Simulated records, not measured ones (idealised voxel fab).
process module | voxel wiring stack
cross-section cut | 295 nm wide | cells 5 nm
A cross-section is a grid of square cells, given in bands from the top down. A band is one or more rows of cells.
Each band's line starts with the height of the band's top and of its bottom, in nm. Then come its materials from left to right, each with its width in nm. One material with "throughout" fills the band from edge to edge. "air" is empty space.
Height 0 is the level under which the wafer as received is all one material. The lowest band goes on downwards, as in "0 down".
A width such as "30 to 40" changes by the same amount from each row of cells to the next, from the band's top row to its bottom row.
"no change" after a step means that no cell of the cross-section changed.
closed voids: empty space of 8 cells or more with no open way to the top, each as width x height at its distance from the left edge, in nm
after a step's settings: what the simulator itself notes on the step
overlay nm, on a step with a mask: how far to the right of its planned place the mask lay; to the left if negative
plan
1 op RECEIVE | material Si
2 op CONFORMAL_DEP | material SiO2 | thk nm 10
3 op CONFORMAL_DEP | material SiCN | thk nm 5
4 op DIRECTIONAL_DEP | material lowk | thk nm 25
5 op PATTERN | tone open | mask id METAL_1 | material resist | width nm 25 | pitch nm 45 | thk nm 15 | overlay nm 0
6 op DIRECTIONAL_ETCH | etch materials lowk | depth nm 25
7 op DIRECTIONAL_ETCH | etch materials SiCN | depth nm 5
8 op STRIP | etch materials resist
9 op CONFORMAL_DEP | material TiN | thk nm 5
10 op FILL_DEP | material Cu | thk nm 5
11 op CMP | height nm 40
12 op CONFORMAL_DEP | material SiCN | thk nm 5
13 op DIRECTIONAL_DEP | material lowk | thk nm 15
14 op DIRECTIONAL_DEP | material aC | thk nm 15
15 op PATTERN | tone open | mask id PLUG_1 | material resist | width nm 15 | thk nm 35 | overlay nm 0
16 op DIRECTIONAL_ETCH | etch materials aC | depth nm 15
17 op STRIP | etch materials resist
18 op DIRECTIONAL_ETCH | etch materials lowk | depth nm 15
19 op DIRECTIONAL_ETCH | etch materials SiCN | depth nm 5
20 op STRIP | etch materials aC
21 op EPI | material Ru | thk nm 10
22 op EPI | material Ru | thk nm 10
23 op CONFORMAL_DEP | material SiCN | thk nm 5
24 op DIRECTIONAL_DEP | material lowk | thk nm 15
25 op PATTERN | tone open | mask id METAL_2 | material resist | width nm 25 | pitch nm 45 | thk nm 20 | overlay nm 0
26 op DIRECTIONAL_ETCH | etch materials lowk | depth nm 15
27 op DIRECTIONAL_ETCH | etch materials SiCN | depth nm 5
28 op STRIP | etch materials resist
29 op CONFORMAL_DEP | material TiN | thk nm 5
30 op FILL_DEP | material Ru | thk nm 5
31 op CMP | height nm 80
32 op CONFORMAL_DEP | material SiCN | thk nm 5
33 op DIRECTIONAL_DEP | material SiO2 | thk nm 20
34 op PATTERN | tone open | mask id PLUG_2 | material resist | width nm 15 | thk nm 20 | overlay nm 0
35 op DIRECTIONAL_ETCH | etch materials SiO2 | depth nm 20
36 op DIRECTIONAL_ETCH | etch materials SiCN | depth nm 5
37 op STRIP | etch materials resist
38 op CONFORMAL_DEP | material TiN | thk nm 5
39 op FILL_DEP | material Cu | thk nm 5
40 op CMP | height nm 105
41 op DIRECTIONAL_DEP | material TiN | thk nm 5
42 op DIRECTIONAL_DEP | material Ru | thk nm 25
43 op DIRECTIONAL_DEP | material aC | thk nm 10
44 op PATTERN | tone cover | mask id METAL_3 | material resist | width nm 25 | pitch nm 45 | thk nm 25 | overlay nm 0
45 op DIRECTIONAL_ETCH | etch materials aC | depth nm 10
46 op STRIP | etch materials resist
47 op DIRECTIONAL_ETCH | etch materials Ru | depth nm 25
48 op DIRECTIONAL_ETCH | etch materials TiN | depth nm 5
49 op STRIP | etch materials aC
50 op CONFORMAL_DEP | material SiN | thk nm 5
51 op FILL_DEP | material SiO2 | thk nm 5
52 op CMP | height nm 135
53 op CONFORMAL_DEP | material SiN | thk nm 5
first wafer, as planned
as received, after step 1
  0 down: Si throughout
  closed voids: none
after step 2
  10 to 0: SiO2 throughout
  below 0: unchanged
after step 3
  15 to 10: SiCN throughout
  below 10: unchanged
after step 4
  40 to 15: lowk throughout
  below 15: unchanged
after step 5
  55 to 40: resist 110 | air 25 | resist 20 | air 25 | resist 115
  below 40: unchanged
after step 6
  55 to 40: resist 110 | air 25 | resist 20 | air 25 | resist 115
  40 to 15: lowk 110 | air 25 | lowk 20 | air 25 | lowk 115
  below 15: unchanged
after step 7
  55 to 40: resist 110 | air 25 | resist 20 | air 25 | resist 115
  40 to 15: lowk 110 | air 25 | lowk 20 | air 25 | lowk 115
  15 to 10: SiCN 110 | air 25 | SiCN 20 | air 25 | SiCN 115
  below 10: unchanged
after step 8
  40 to 15: lowk 110 | air 25 | lowk 20 | air 25 | lowk 115
  below 15: unchanged
after step 9
  45 to 40: TiN 115 | air 15 | TiN 30 | air 15 | TiN 120
  40 to 15: lowk 110 | TiN 5 | air 15 | TiN 5 | lowk 20 | TiN 5 | air 15 | TiN 5 | lowk 115
  15 to 10: SiCN 110 | TiN 25 | SiCN 20 | TiN 25 | SiCN 115
  below 10: unchanged
after step 10
  50 to 45: Cu throughout
  45 to 40: TiN 115 | Cu 15 | TiN 30 | Cu 15 | TiN 120
  40 to 15: lowk 110 | TiN 5 | Cu 15 | TiN 5 | lowk 20 | TiN 5 | Cu 15 | TiN 5 | lowk 115
  below 15: unchanged
after step 11
  40 to 15: lowk 110 | TiN 5 | Cu 15 | TiN 5 | lowk 20 | TiN 5 | Cu 15 | TiN 5 | lowk 115
  below 15: unchanged
after step 12
  45 to 40: SiCN throughout
  below 40: unchanged
after step 13
  60 to 45: lowk throughout
  below 45: unchanged
after step 14
  75 to 60: aC throughout
  below 60: unchanged
after step 15
  110 to 75: resist 110 | air 15 | resist 170
  below 75: unchanged
after step 16
  95 to 75: resist 110 | air 15 | resist 170
  75 to 60: aC 110 | air 15 | aC 170
  below 60: unchanged
after step 17
  75 to 60: aC 110 | air 15 | aC 170
  below 60: unchanged
after step 18
  75 to 60: aC 110 | air 15 | aC 170
  60 to 45: lowk 110 | air 15 | lowk 170
  below 45: unchanged
after step 19
  75 to 60: aC 110 | air 15 | aC 170
  60 to 45: lowk 110 | air 15 | lowk 170
  45 to 40: SiCN 110 | air 15 | SiCN 170
  below 40: unchanged
after step 20
  60 to 45: lowk 110 | air 15 | lowk 170
  below 45: unchanged
after step 21
  60 to 50: lowk 110 | air 15 | lowk 170
  50 to 45: lowk 110 | Ru 15 | lowk 170
  45 to 40: SiCN 110 | Ru 15 | SiCN 170
  below 40: unchanged
after step 22
  60 to 45: lowk 110 | Ru 15 | lowk 170
  below 45: unchanged
after step 23
  65 to 60: SiCN throughout
  below 60: unchanged
after step 24
  80 to 65: lowk throughout
  below 65: unchanged
after step 25
  100 to 80: resist 110 | air 25 | resist 20 | air 25 | resist 115
  below 80: unchanged
after step 26
  100 to 80: resist 110 | air 25 | resist 20 | air 25 | resist 115
  80 to 65: lowk 110 | air 25 | lowk 20 | air 25 | lowk 115
  below 65: unchanged
after step 27
  100 to 80: resist 110 | air 25 | resist 20 | air 25 | resist 115
  80 to 65: lowk 110 | air 25 | lowk 20 | air 25 | lowk 115
  65 to 60: SiCN 110 | air 25 | SiCN 20 | air 25 | SiCN 115
  below 60: unchanged
after step 28
  80 to 65: lowk 110 | air 25 | lowk 20 | air 25 | lowk 115
  below 65: unchanged
after step 29
  85 to 80: TiN 115 | air 15 | TiN 30 | air 15 | TiN 120
  80 to 65: lowk 110 | TiN 5 | air 15 | TiN 5 | lowk 20 | TiN 5 | air 15 | TiN 5 | lowk 115
  65 to 60: SiCN 110 | TiN 25 | SiCN 20 | TiN 25 | SiCN 115
  below 60: unchanged
after step 30
  90 to 85: Ru throughout
  85 to 80: TiN 115 | Ru 15 | TiN 30 | Ru 15 | TiN 120
  80 to 65: lowk 110 | TiN 5 | Ru 15 | TiN 5 | lowk 20 | TiN 5 | Ru 15 | TiN 5 | lowk 115
  below 65: unchanged
after step 31
  80 to 65: lowk 110 | TiN 5 | Ru 15 | TiN 5 | lowk 20 | TiN 5 | Ru 15 | TiN 5 | lowk 115
  below 65: unchanged
after step 32
  85 to 80: SiCN throughout
  below 80: unchanged
after step 33
  105 to 85: SiO2 throughout
  below 85: unchanged
after step 34
  125 to 105: resist 110 | air 15 | resist 170
  below 105: unchanged
after step 35
  125 to 105: resist 110 | air 15 | resist 170
  105 to 85: SiO2 110 | air 15 | SiO2 170
  below 85: unchanged
after step 36
  125 to 105: resist 110 | air 15 | resist 170
  105 to 85: SiO2 110 | air 15 | SiO2 170
  85 to 80: SiCN 110 | air 15 | SiCN 170
  below 80: unchanged
after step 37
  105 to 85: SiO2 110 | air 15 | SiO2 170
  below 85: unchanged
after step 38
  110 to 105: TiN 115 | air 5 | TiN 175
  105 to 85: SiO2 110 | TiN 5 | air 5 | TiN 5 | SiO2 170
  85 to 80: SiCN 110 | TiN 15 | SiCN 170
  below 80: unchanged
after step 39
  115 to 110: Cu throughout
  110 to 105: TiN 115 | Cu 5 | TiN 175
  105 to 85: SiO2 110 | TiN 5 | Cu 5 | TiN 5 | SiO2 170
  below 85: unchanged
after step 40
  105 to 85: SiO2 110 | TiN 5 | Cu 5 | TiN 5 | SiO2 170
  below 85: unchanged
after step 41
  110 to 105: TiN throughout
  below 105: unchanged
after step 42
  135 to 110: Ru throughout
  below 110: unchanged
after step 43
  145 to 135: aC throughout
  below 135: unchanged
after step 44
  170 to 145: air 110 | resist 25 | air 20 | resist 25 | air 115
  below 145: unchanged
after step 45
  160 to 145: air 110 | resist 25 | air 20 | resist 25 | air 115
  145 to 135: air 110 | aC 25 | air 20 | aC 25 | air 115
  below 135: unchanged
after step 46
  145 to 135: air 110 | aC 25 | air 20 | aC 25 | air 115
  below 135: unchanged
after step 47
  145 to 135: air 110 | aC 25 | air 20 | aC 25 | air 115
  135 to 110: air 110 | Ru 25 | air 20 | Ru 25 | air 115
  below 110: unchanged
after step 48
  145 to 135: air 110 | aC 25 | air 20 | aC 25 | air 115
  135 to 110: air 110 | Ru 25 | air 20 | Ru 25 | air 115
  110 to 105: air 110 | TiN 25 | air 20 | TiN 25 | air 115
  below 105: unchanged
after step 49
  135 to 110: air 110 | Ru 25 | air 20 | Ru 25 | air 115
  below 110: unchanged
after step 50
  140 to 135: air 105 | SiN 35 | air 10 | SiN 35 | air 110
  135 to 110: air 105 | SiN 5 | Ru 25 | SiN 5 | air 10 | SiN 5 | Ru 25 | SiN 5 | air 110
  110 to 105: SiN 110 | TiN 25 | SiN 20 | TiN 25 | SiN 115
  below 105: unchanged
after step 51
  145 to 140: SiO2 throughout
  140 to 135: SiO2 105 | SiN 35 | SiO2 10 | SiN 35 | SiO2 110
  135 to 110: SiO2 105 | SiN 5 | Ru 25 | SiN 5 | SiO2 10 | SiN 5 | Ru 25 | SiN 5 | SiO2 110
  below 110: unchanged
after step 52
  135 to 110: SiO2 105 | SiN 5 | Ru 25 | SiN 5 | SiO2 10 | SiN 5 | Ru 25 | SiN 5 | SiO2 110
  below 110: unchanged
after step 53
  140 to 135: SiN throughout
  below 135: unchanged
second wafer: like start, like plan, one mistake. Through step 1 it matches the first wafer
when step 2 should have ended: no change
when step 3 should have ended
  5 to 0: SiCN throughout
  below 0: unchanged
when step 4 should have ended
  30 to 5: lowk throughout
  below 5: unchanged
when step 5 should have ended
  45 to 30: resist 110 | air 25 | resist 20 | air 25 | resist 115
  below 30: unchanged
when step 6 should have ended
  45 to 30: resist 110 | air 25 | resist 20 | air 25 | resist 115
  30 to 5: lowk 110 | air 25 | lowk 20 | air 25 | lowk 115
  below 5: unchanged
when step 7 should have ended
  45 to 30: resist 110 | air 25 | resist 20 | air 25 | resist 115
  30 to 5: lowk 110 | air 25 | lowk 20 | air 25 | lowk 115
  5 to 0: SiCN 110 | air 25 | SiCN 20 | air 25 | SiCN 115
  below 0: unchanged
when step 8 should have ended
  30 to 5: lowk 110 | air 25 | lowk 20 | air 25 | lowk 115
  below 5: unchanged
when step 9 should have ended
  35 to 30: TiN 115 | air 15 | TiN 30 | air 15 | TiN 120
  30 to 5: lowk 110 | TiN 5 | air 15 | TiN 5 | lowk 20 | TiN 5 | air 15 | TiN 5 | lowk 115
  5 to 0: SiCN 110 | TiN 25 | SiCN 20 | TiN 25 | SiCN 115
  below 0: unchanged
when step 10 should have ended
  40 to 35: Cu throughout
  35 to 30: TiN 115 | Cu 15 | TiN 30 | Cu 15 | TiN 120
  30 to 5: lowk 110 | TiN 5 | Cu 15 | TiN 5 | lowk 20 | TiN 5 | Cu 15 | TiN 5 | lowk 115
  below 5: unchanged
when step 11 should have ended: no change
when step 12 should have ended
  45 to 40: SiCN throughout
  below 40: unchanged
when step 13 should have ended
  60 to 45: lowk throughout
  below 45: unchanged
when step 14 should have ended
  75 to 60: aC throughout
  below 60: unchanged
when step 15 should have ended
  110 to 75: resist 110 | air 15 | resist 170
  below 75: unchanged
when step 16 should have ended
  95 to 75: resist 110 | air 15 | resist 170
  75 to 60: aC 110 | air 15 | aC 170
  below 60: unchanged
when step 17 should have ended
  75 to 60: aC 110 | air 15 | aC 170
  below 60: unchanged
when step 18 should have ended
  75 to 60: aC 110 | air 15 | aC 170
  60 to 45: lowk 110 | air 15 | lowk 170
  below 45: unchanged
when step 19 should have ended
  75 to 60: aC 110 | air 15 | aC 170
  60 to 45: lowk 110 | air 15 | lowk 170
  45 to 40: SiCN 110 | air 15 | SiCN 170
  below 40: unchanged
when step 20 should have ended
  60 to 45: lowk 110 | air 15 | lowk 170
  below 45: unchanged
when step 21 should have ended
  60 to 50: lowk 110 | air 15 | lowk 170
  50 to 45: lowk 110 | Ru 15 | lowk 170
  45 to 40: SiCN 110 | Ru 15 | SiCN 170
  below 40: unchanged
when step 22 should have ended
  60 to 45: lowk 110 | Ru 15 | lowk 170
  below 45: unchanged
when step 23 should have ended
  65 to 60: SiCN throughout
  below 60: unchanged
when step 24 should have ended
  80 to 65: lowk throughout
  below 65: unchanged
when step 25 should have ended
  100 to 80: resist 110 | air 25 | resist 20 | air 25 | resist 115
  below 80: unchanged
when step 26 should have ended
  100 to 80: resist 110 | air 25 | resist 20 | air 25 | resist 115
  80 to 65: lowk 110 | air 25 | lowk 20 | air 25 | lowk 115
  below 65: unchanged
when step 27 should have ended
  100 to 80: resist 110 | air 25 | resist 20 | air 25 | resist 115
  80 to 65: lowk 110 | air 25 | lowk 20 | air 25 | lowk 115
  65 to 60: SiCN 110 | air 25 | SiCN 20 | air 25 | SiCN 115
  below 60: unchanged
when step 28 should have ended
  80 to 65: lowk 110 | air 25 | lowk 20 | air 25 | lowk 115
  below 65: unchanged
when step 29 should have ended
  85 to 80: TiN 115 | air 15 | TiN 30 | air 15 | TiN 120
  80 to 65: lowk 110 | TiN 5 | air 15 | TiN 5 | lowk 20 | TiN 5 | air 15 | TiN 5 | lowk 115
  65 to 60: SiCN 110 | TiN 25 | SiCN 20 | TiN 25 | SiCN 115
  below 60: unchanged
when step 30 should have ended
  90 to 85: Ru throughout
  85 to 80: TiN 115 | Ru 15 | TiN 30 | Ru 15 | TiN 120
  80 to 65: lowk 110 | TiN 5 | Ru 15 | TiN 5 | lowk 20 | TiN 5 | Ru 15 | TiN 5 | lowk 115
  below 65: unchanged
when step 31 should have ended
  80 to 65: lowk 110 | TiN 5 | Ru 15 | TiN 5 | lowk 20 | TiN 5 | Ru 15 | TiN 5 | lowk 115
  below 65: unchanged
when step 32 should have ended
  85 to 80: SiCN throughout
  below 80: unchanged
when step 33 should have ended
  105 to 85: SiO2 throughout
  below 85: unchanged
when step 34 should have ended
  125 to 105: resist 110 | air 15 | resist 170
  below 105: unchanged
when step 35 should have ended
  125 to 105: resist 110 | air 15 | resist 170
  105 to 85: SiO2 110 | air 15 | SiO2 170
  below 85: unchanged
when step 36 should have ended
  125 to 105: resist 110 | air 15 | resist 170
  105 to 85: SiO2 110 | air 15 | SiO2 170
  85 to 80: SiCN 110 | air 15 | SiCN 170
  below 80: unchanged
when step 37 should have ended
  105 to 85: SiO2 110 | air 15 | SiO2 170
  below 85: unchanged
when step 38 should have ended
  110 to 105: TiN 115 | air 5 | TiN 175
  105 to 85: SiO2 110 | TiN 5 | air 5 | TiN 5 | SiO2 170
  85 to 80: SiCN 110 | TiN 15 | SiCN 170
  below 80: unchanged
when step 39 should have ended
  115 to 110: Cu throughout
  110 to 105: TiN 115 | Cu 5 | TiN 175
  105 to 85: SiO2 110 | TiN 5 | Cu 5 | TiN 5 | SiO2 170
  below 85: unchanged
when step 40 should have ended
  105 to 85: SiO2 110 | TiN 5 | Cu 5 | TiN 5 | SiO2 170
  below 85: unchanged
when step 41 should have ended
  110 to 105: TiN throughout
  below 105: unchanged
when step 42 should have ended
  135 to 110: Ru throughout
  below 110: unchanged
when step 43 should have ended
  145 to 135: aC throughout
  below 135: unchanged
when step 44 should have ended
  170 to 145: air 110 | resist 25 | air 20 | resist 25 | air 115
  below 145: unchanged
when step 45 should have ended
  160 to 145: air 110 | resist 25 | air 20 | resist 25 | air 115
  145 to 135: air 110 | aC 25 | air 20 | aC 25 | air 115
  below 135: unchanged
when step 46 should have ended
  145 to 135: air 110 | aC 25 | air 20 | aC 25 | air 115
  below 135: unchanged
when step 47 should have ended
  145 to 135: air 110 | aC 25 | air 20 | aC 25 | air 115
  135 to 110: air 110 | Ru 25 | air 20 | Ru 25 | air 115
  below 110: unchanged
when step 48 should have ended
  145 to 135: air 110 | aC 25 | air 20 | aC 25 | air 115
  135 to 110: air 110 | Ru 25 | air 20 | Ru 25 | air 115
  110 to 105: air 110 | TiN 25 | air 20 | TiN 25 | air 115
  below 105: unchanged
when step 49 should have ended
  135 to 110: air 110 | Ru 25 | air 20 | Ru 25 | air 115
  below 110: unchanged
when step 50 should have ended
  140 to 135: air 105 | SiN 35 | air 10 | SiN 35 | air 110
  135 to 110: air 105 | SiN 5 | Ru 25 | SiN 5 | air 10 | SiN 5 | Ru 25 | SiN 5 | air 110
  110 to 105: SiN 110 | TiN 25 | SiN 20 | TiN 25 | SiN 115
  below 105: unchanged
when step 51 should have ended
  145 to 140: SiO2 throughout
  140 to 135: SiO2 105 | SiN 35 | SiO2 10 | SiN 35 | SiO2 110
  135 to 110: SiO2 105 | SiN 5 | Ru 25 | SiN 5 | SiO2 10 | SiN 5 | Ru 25 | SiN 5 | SiO2 110
  below 110: unchanged
when step 52 should have ended
  135 to 110: SiO2 105 | SiN 5 | Ru 25 | SiN 5 | SiO2 10 | SiN 5 | Ru 25 | SiN 5 | SiO2 110
  below 110: unchanged
when step 53 should have ended
  140 to 135: SiN throughout
  below 135: unchanged
what went wrong: step 2 was left out
at the end the second wafer has, in cells: 65 more of Cu | 118 fewer of SiO2 | 53 more of TiN
